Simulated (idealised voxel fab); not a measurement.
Herein follows the process module entitled voxel spacer lines.
For reference, the cross-section in this document is cut, with width 175 nm and square cells of 5 nm.
When this document writes out a cross-section, it uses a grid of square cells and lists it as bands, beginning at the top and moving down, with a band standing for one or more rows of cells.
Top, bottom (nm), then materials left to right with widths (nm); lone material tagged "full width" fills the whole band edge to edge; "empty" = empty space.
The level at which height equals 0 is the one under which the wafer, as it arrives, is entirely one material. No lower edge exists for the bottom band, which continues downward and is notated as in "0 down".
Think of "30..40" as a width that walks from the first number to the second as you go down the band, top row to bottom row, taking equal-sized steps from row to row.
It should be understood that the words "everything unchanged", when stated for a given step, signify that the cross-section underwent no change in any of its cells during that step.
What "Listed closed voids" gives you is every empty space of 8 cells or more that is cut off from the top. Each appears as width x height at distance, with the distance taken from the left edge and width, height and distance all in nm.
On a step's line, text after the settings is the simulator commenting on that step.
Regarding "overlay nm": on a step with a mask, it is the distance the mask lay to the right of its planned place; a negative value places it to the left.
-- Steps in the process plan
step 1: RECEIVE: material Si
step 2: CONFORMAL_DEP: material Al2O3, thk nm 10
step 3: DIRECTIONAL_DEP: material W, thk nm 15
step 4: DIRECTIONAL_DEP: material polySi, thk nm 25
step 5: PATTERN: tone cover, mask id MANDREL, material resist, width nm 20, pitch nm 60, thk nm 30, overlay nm 0
step 6: DIRECTIONAL_ETCH: etch materials polySi, depth nm 25
step 7: STRIP: etch materials resist
step 8: CONFORMAL_DEP: material SiN, thk nm 10
step 9: DIRECTIONAL_ETCH: etch materials SiN, depth nm 10
step 10: STRIP: etch materials polySi
step 11: DIRECTIONAL_ETCH: etch materials W, depth nm 15
step 12: STRIP: etch materials SiN
step 13: FILL_DEP: material SiO2, thk nm 10
step 14: CMP: height nm 25
-- Cross-section of the incoming wafer, state after step 1
> 0 down = Si full width
> Listed closed voids: none
-- Looking at the first of two wafers in cross-section at end of module - ran to plan
> 25 to 10 = 5 SiO2; 10 W; 20 SiO2; 10 W; 20 SiO2; 10 W; 20 SiO2; 10 W; 20 SiO2; 10 W; 20 SiO2; 10 W; 10 SiO2
> 10 to 0 = Al2O3 full width
> 0 down = Si full width
> Listed closed voids: none
-- Second wafer of the two, sectioned at the end of the module. It began like the first and followed the same plan, but one mistake was made while running it
> 25 to 10 = 10 SiO2; 10 W; 20 SiO2; 10 W; 20 SiO2; 10 W; 20 SiO2; 10 W; 20 SiO2; 10 W; 20 SiO2; 10 W; 5 SiO2
> 10 to 0 = Al2O3 full width
> 0 down = Si full width
> Listed closed voids: none
Error vs. plan: in deviation from the planned setting, step 5 was conducted as PATTERN: tone cover, mask id MANDREL, material resist, width nm 20, pitch nm 60, thk nm 30, overlay nm 5
Cell counts per material: same on both final wafers. Positions: different.
